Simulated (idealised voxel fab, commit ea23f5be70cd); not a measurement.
Process module in this document: voxel capacitor over wiring
It is cross-section cut that appears here, measuring 210 nm in width, its square cells being 5 nm in size.
Cross-section layout: square cells on a grid; listed as bands, top to bottom; a band spans one or more cell rows.
This entry defines a band. It first specifies the height of the band's top and the height of its bottom in nm, and then specifies the band's materials from left to right, stating each material with its width in nm. The word "full width" identifies a single material that fills the band from edge to edge, while the word "blank" identifies empty space.
For the purposes of this specification, 0 denotes the height below which the wafer in its as-received condition is composed wholly of one material, and the lowermost band, lacking a lower limit, extends downward without end, as expressed in "0..down".
With a width like "30 to 40", each row of cells in the band differs from the next by the same amount, the top row carrying the first number and the bottom row the second.
When a step is marked "same as before", none of the cells in the cross-section changed during that step.
"Closed cavities" specifies each empty space that is not open to the top and that occupies no fewer than 8 cells, using the form width x height at distance, the distance measured from the left edge and all three quantities in nm.
Formally, on a step line, whatever follows the settings is a remark that the simulator itself makes on the step.
The line of a step may include "overlay nm". On a step with a mask, this value is how far to the right of its planned place the mask lay. A negative value means the mask lay to the left.
[Planned process steps]
1: RECEIVE with material Si
2: CONFORMAL_DEP with material SiO2, thk nm 15
3: CONFORMAL_DEP with material SiCN, thk nm 5
4: DIRECTIONAL_DEP with material SiO2, thk nm 20
5: PATTERN with tone open, mask id METAL_1, material resist, width nm 20, pitch nm 80, thk nm 15, overlay nm 0
6: DIRECTIONAL_ETCH with etch materials SiO2, depth nm 20
7: DIRECTIONAL_ETCH with etch materials SiCN, depth nm 5
8: STRIP with etch materials resist
9: CONFORMAL_DEP with material TiN, thk nm 5
10: FILL_DEP with material W, thk nm 10
11: CMP with height nm 40
12: EPI with material Ru, thk nm 5
13: FILL_DEP with material SiCN, thk nm 5
14: DIRECTIONAL_DEP with material lowk, thk nm 15
15: MASKED_ETCH with tone open, mask id PLUG_1, width nm 15, etch materials lowk, depth nm 15, overlay nm 0
16: MASKED_ETCH with tone open, mask id PLUG_1, width nm 15, etch materials SiCN, depth nm 5, overlay nm 0
17: EPI with material Ru, thk nm 10
18: EPI with material Ru, thk nm 10
19: DIRECTIONAL_DEP with material TiN, thk nm 5
20: DIRECTIONAL_DEP with material HfO2, thk nm 5
21: DIRECTIONAL_DEP with material TiN, thk nm 5
22: PATTERN with tone cover, mask id UPPER_PLATE, material resist, width nm 65, thk nm 20, overlay nm 0
23: DIRECTIONAL_ETCH with etch materials TiN, depth nm 5
24: DIRECTIONAL_ETCH with etch materials HfO2, depth nm 5
25: STRIP with etch materials resist
26: MASKED_ETCH with tone cover, mask id LOWER_PLATE, width nm 75, etch materials TiN, depth nm 5, overlay nm 0
27: FILL_DEP with material SiO2, thk nm 20
28: CMP with height nm 95
29: PATTERN with tone open, mask id PLUG_2, material resist, width nm 15, thk nm 20, overlay nm 0
30: DIRECTIONAL_ETCH with etch materials SiO2, depth nm 15
31: STRIP with etch materials resist
32: CONFORMAL_DEP with material TiN, thk nm 5
33: FILL_DEP with material Cu, thk nm 10
34: CMP with height nm 95
35: CONFORMAL_DEP with material SiN, thk nm 5
[Delivered wafer in cross-section: state after step 1]
* 0..down  Si full width
* Closed cavities: none
[Cross-section: first of two wafers, module finished, run according to plan]
* 100..95  SiN full width
* 95..85  SiO2 70, TiN 5, Cu 5, TiN 5, SiO2 125
* 85..75  SiO2 70 to 60, TiN 15 to 65, SiO2 125 to 85
* 75..70  SiO2 60, HfO2 65, SiO2 85
* 70..65  SiO2 55, TiN 75, SiO2 80
* 65..50  lowk 60, Ru 15, lowk 135
* 50..45  SiCN 60, Ru 15, SiCN 135
* 45..40  SiCN 50, Ru 30, SiCN 50, Ru 30, SiCN 50
* 40..20  SiO2 55, TiN 5, W 10, TiN 5, SiO2 60, TiN 5, W 10, TiN 5, SiO2 55
* 20..15  SiCN 55, TiN 20, SiCN 60, TiN 20, SiCN 55
* 15..0  SiO2 full width
* 0..down  Si full width
* Closed cavities: none
[Cross-sectional view: second of two wafers, end of module; start and plan identical to the first, one mistake in running]
* 100..95  SiN full width
* 95..90  SiO2 70, TiN 55, SiO2 85
* 90..85  SiO2 70, TiN 5, HfO2 50, SiO2 85
* 85..80  SiO2 55, TiN 5, SiO2 10, TiN 60, SiO2 80
* 80..75  lowk 60, TiN 15, lowk 135
* 75..70  lowk 60, HfO2 15, lowk 135
* 70..65  lowk 60, TiN 15, lowk 135
* 65..50  lowk full width
* 50..45  SiCN full width
* 45..40  SiCN 50, Ru 30, SiCN 50, Ru 30, SiCN 50
* 40..20  SiO2 55, TiN 5, W 10, TiN 5, SiO2 60, TiN 5, W 10, TiN 5, SiO2 55
* 20..15  SiCN 55, TiN 20, SiCN 60, TiN 20, SiCN 55
* 15..0  SiO2 full width
* 0..down  Si full width
* Closed cavities: none
Against the plan, the run slipped here: in the plan, step 14 was performed twice
It is noted that, at the conclusion of processing, the second wafer exhibits a higher or lower cell count for certain materials relative to the first: 2 fewer of Cu; 12 fewer of Ru; 3 more of SiCN; 111 fewer of SiO2; 4 fewer of TiN; 126 more of lowk
